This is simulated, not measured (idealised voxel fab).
You're looking at the process module voxel wiring stack.
This is section cut - it's 205 nm across, gridded in 5 nm square cells.
Square cells in a grid make up a cross-section in this document, and the grid is given as bands, listed from the top down, each one or more rows of cells.
Band: top height; bottom height; in nm. Then, left to right: material with width in nm, for each material. "full width": a single material spanning edge to edge. "empty": empty space.
It should be noted that heights are counted from 0, beneath which the wafer as supplied is of one material throughout, and that the lowest band possesses no lower boundary but continues downward, as written in "0 down".
With a width like "30..40", each row of cells in the band differs from the next by the same amount, the top row carrying the first number and the bottom row the second.
The cross-section has no changed cell in any step marked "nothing got changed".
Enclosed voids (no open way to top), threshold 8 cells or more, entry "Closed void table", notation width x height at distance, distance from left edge, nm.
Text after the settings on a step's line: the simulator's own remark on that step.
What "overlay nm" on a step's line means: if the step has a mask, that mask lay this far to the right of its planned place, or, when the value is negative, to the left.
The steps planned for the process are as follows
1) RECEIVE (material Si)
2) CONFORMAL_DEP (material SiO2; thk nm 15)
3) DIRECTIONAL_DEP (material TiN; thk nm 5)
4) DIRECTIONAL_DEP (material W; thk nm 25)
5) DIRECTIONAL_DEP (material aC; thk nm 15)
6) PATTERN (tone cover; mask id METAL_1; material resist; width nm 20; pitch nm 40; thk nm 30; overlay nm 0)
7) DIRECTIONAL_ETCH (etch materials aC; depth nm 15)
8) STRIP (etch materials resist)
9) DIRECTIONAL_ETCH (etch materials W; depth nm 25)
10) DIRECTIONAL_ETCH (etch materials TiN; depth nm 5)
11) STRIP (etch materials aC)
12) CONFORMAL_DEP (material SiCN; thk nm 5)
13) FILL_DEP (material SiO2; thk nm 5)
14) CMP (height nm 45)
15) CONFORMAL_DEP (material SiCN; thk nm 5)
16) DIRECTIONAL_DEP (material lowk; thk nm 30)
17) MASKED_ETCH (tone open; mask id METAL_2_HOLES; width nm 15; pitch nm 80; etch materials lowk; depth nm 30; overlay nm 0)
18) PATTERN (tone open; mask id METAL_2; material resist; width nm 20; pitch nm 40; thk nm 20; overlay nm 0)
19) DIRECTIONAL_ETCH (etch materials lowk; depth nm 15)
20) DIRECTIONAL_ETCH (etch materials SiCN; depth nm 5)
21) STRIP (etch materials resist)
22) CONFORMAL_DEP (material TiN; thk nm 5)
23) FILL_DEP (material Cu; thk nm 5)
24) CMP (height nm 80)
25) CONFORMAL_DEP (material SiCN; thk nm 5)
26) DIRECTIONAL_DEP (material SiO2; thk nm 30)
27) MASKED_ETCH (tone open; mask id METAL_3; width nm 15; pitch nm 40; etch materials SiO2; depth nm 15; overlay nm 0)
28) MASKED_ETCH (tone open; mask id METAL_3_HOLES; width nm 15; pitch nm 80; etch materials SiO2; depth nm 15; overlay nm 0)
29) MASKED_ETCH (tone open; mask id METAL_3_HOLES; width nm 15; pitch nm 80; etch materials SiCN; depth nm 5; overlay nm 0)
30) CONFORMAL_DEP (material TiN; thk nm 5)
31) FILL_DEP (material Ru; thk nm 5)
32) CMP (height nm 115)
33) CONFORMAL_DEP (material SiCN; thk nm 5)
34) DIRECTIONAL_DEP (material SiO2; thk nm 25)
35) MASKED_ETCH (tone open; mask id METAL_4; width nm 20; pitch nm 40; etch materials SiO2; depth nm 15; overlay nm 0)
36) PATTERN (tone open; mask id METAL_4_HOLES; material resist; width nm 15; pitch nm 80; thk nm 20; overlay nm 0)
37) DIRECTIONAL_ETCH (etch materials SiO2; depth nm 10)
38) DIRECTIONAL_ETCH (etch materials SiCN; depth nm 5)
39) STRIP (etch materials resist)
40) CONFORMAL_DEP (material TiN; thk nm 5)
41) FILL_DEP (material Ru; thk nm 10)
42) CMP (height nm 145)
43) CONFORMAL_DEP (material SiN; thk nm 5)
Where the wafers of this document differ is in the width nm of step 27; they start out the same, and the plan states the value that applied to the first wafer.
The as-received cross-section of the first of several wafers corresponds to the state after step 1
> 0 down: Si full width
> Closed void table: none
Tabulated below, wafer by wafer, are the end-of-module results: for each material, the number of cells gained (+) or lost (-) relative to the as-received state, followed by the closed voids
width nm 15 | +24 Cu | +34 Ru | +172 SiCN | +41 SiN | +545 SiO2 | +154 TiN | +80 W | +180 lowk | Closed void table: none
width nm 20 | +24 Cu | +46 Ru | +170 SiCN | +41 SiN | +533 SiO2 | +156 TiN | +80 W | +180 lowk | Closed void table: none
width nm 25 | +24 Cu | +54 Ru | +170 SiCN | +41 SiN | +521 SiO2 | +160 TiN | +80 W | +180 lowk | Closed void table: none
